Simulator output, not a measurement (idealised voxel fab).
The process module presented herein is designated voxel double patterning.
Square cells of 5 nm make up the cross-section cut, whose width is 200 nm.
Just so we're on the same page, the cross-sections are grids of square cells, and they're listed out in bands top to bottom, each band one or more rows deep. Heights first: top, then bottom, in nm. Then materials, left to right, each with a width in nm. "all across" on a single material: fills the band edge to edge. "empty": empty space. Note: height 0 marks the level under which the wafer is uniformly one material as received. Lowest band unbounded below, written "0 and below". The expression "30 to 40" gives the width at the extremes of the band, the first number at its top row of cells and the second at its bottom row, with the width changing by equal amounts from each row to the next in between. What does "no change" mean for a step? It means no cell of the cross-section changed in that step. Heads up: "Closed void entries" only lists the empty pockets with no open path to the top that are 8 cells or more, and it writes them as width x height at distance, distance from the left edge, in nm. Text after the settings on a step's line: the simulator's own remark on that step. The optional step-line setting "overlay nm" applies to steps with a mask and quantifies how far to the right of its planned location the mask lay, a negative value indicating leftward placement.
### The planned process steps are enumerated hereunder
1. RECEIVE | material Si
2. CONFORMAL_DEP | material SiO2 | thk nm 10
3. DIRECTIONAL_DEP | material polySi | thk nm 20
4. DIRECTIONAL_DEP | material SiN | thk nm 5
5. MASKED_ETCH | tone open | mask id FIRST | width nm 15 | pitch nm 50 | etch materials SiN | depth nm 5 | overlay nm 0
6. PATTERN | tone open | mask id SECOND | material resist | width nm 15 | pitch nm 50 | thk nm 15 | overlay nm 0
7. DIRECTIONAL_ETCH | etch materials SiN | depth nm 5
8. STRIP | etch materials resist
9. DIRECTIONAL_ETCH | etch materials polySi | depth nm 20
10. STRIP | etch materials SiN
### Below: the first of two wafers, run as planned
### as received, after step 1
0 and below: Si all across
Closed void entries: none
### Sectional view: wafer, after step 2
10 down to 0: SiO2 all across
All layers under 0 are left as they were.
### Sectional view: wafer, after step 3
30 down to 10: polySi all across
All layers under 10 are left as they were.
### Sectional view: wafer, after step 4
35 down to 30: SiN all across
All layers under 30 are left as they were.
### Sectional view: wafer, after step 5
35 down to 30: SiN: 40, then empty: 15, then SiN: 35, then empty: 15, then SiN: 35, then empty: 15, then SiN: 45
All layers under 30 are left as they were.
### Sectional view: wafer, after step 6
50 down to 35: resist: 65, then empty: 15, then resist: 35, then empty: 15, then resist: 70
35 down to 30: SiN: 40, then resist: 15, then SiN: 35, then resist: 15, then SiN: 35, then resist: 15, then SiN: 45
All layers under 30 are left as they were.
### Sectional view: wafer, after step 7
50 down to 35: resist: 65, then empty: 15, then resist: 35, then empty: 15, then resist: 70
35 down to 30: SiN: 40, then resist: 15, then SiN: 10, then empty: 15, then SiN: 10, then resist: 15, then SiN: 10, then empty: 15, then SiN: 10, then resist: 15, then SiN: 45
All layers under 30 are left as they were.
### Sectional view: wafer, after step 8
35 down to 30: SiN: 40, then empty: 15, then SiN: 10, then empty: 15, then SiN: 10, then empty: 15, then SiN: 10, then empty: 15, then SiN: 10, then empty: 15, then SiN: 45
All layers under 30 are left as they were.
### Sectional view: wafer, after step 9
35 down to 30: SiN: 40, then empty: 15, then SiN: 10, then empty: 15, then SiN: 10, then empty: 15, then SiN: 10, then empty: 15, then SiN: 10, then empty: 15, then SiN: 45
30 down to 10: polySi: 40, then empty: 15, then polySi: 10, then empty: 15, then polySi: 10, then empty: 15, then polySi: 10, then empty: 15, then polySi: 10, then empty: 15, then polySi: 45
All layers under 10 are left as they were.
### Sectional view: wafer, after step 10
30 down to 10: polySi: 40, then empty: 15, then polySi: 10, then empty: 15, then polySi: 10, then empty: 15, then polySi: 10, then empty: 15, then polySi: 10, then empty: 15, then polySi: 45
All layers under 10 are left as they were.
### What follows concerns the second wafer, which started out like the first and was meant to follow the very same plan; one mistake crept in when it was run, but everything up to and including step 3 is the same as for the first wafer
### The second wafer in cross-section, at the planned close of step 4
35 down to 30: SiO2 all across
All layers under 30 are left as they were.
The second wafer in cross-section, at the planned close of step 5: no change
### The second wafer in cross-section, at the planned close of step 6
50 down to 35: resist: 65, then empty: 15, then resist: 35, then empty: 15, then resist: 70
All layers under 35 are left as they were.
The second wafer in cross-section, at the planned close of step 7: no change
### The second wafer in cross-section, at the planned close of step 8
35 down to 30: SiO2 all across
All layers under 30 are left as they were.
The second wafer in cross-section, at the planned close of step 9: no change
The second wafer in cross-section, at the planned close of step 10: no change
In executing the process, a mistake was made relative to the plan: step 4 ran with different settings than intended, the actual operation and settings being DIRECTIONAL_DEP | material SiO2 | thk nm 5
Wrapping up, a cell-based count of both wafers puts the second over or under the first for these materials: 40 more of SiO2; 60 more of polySi
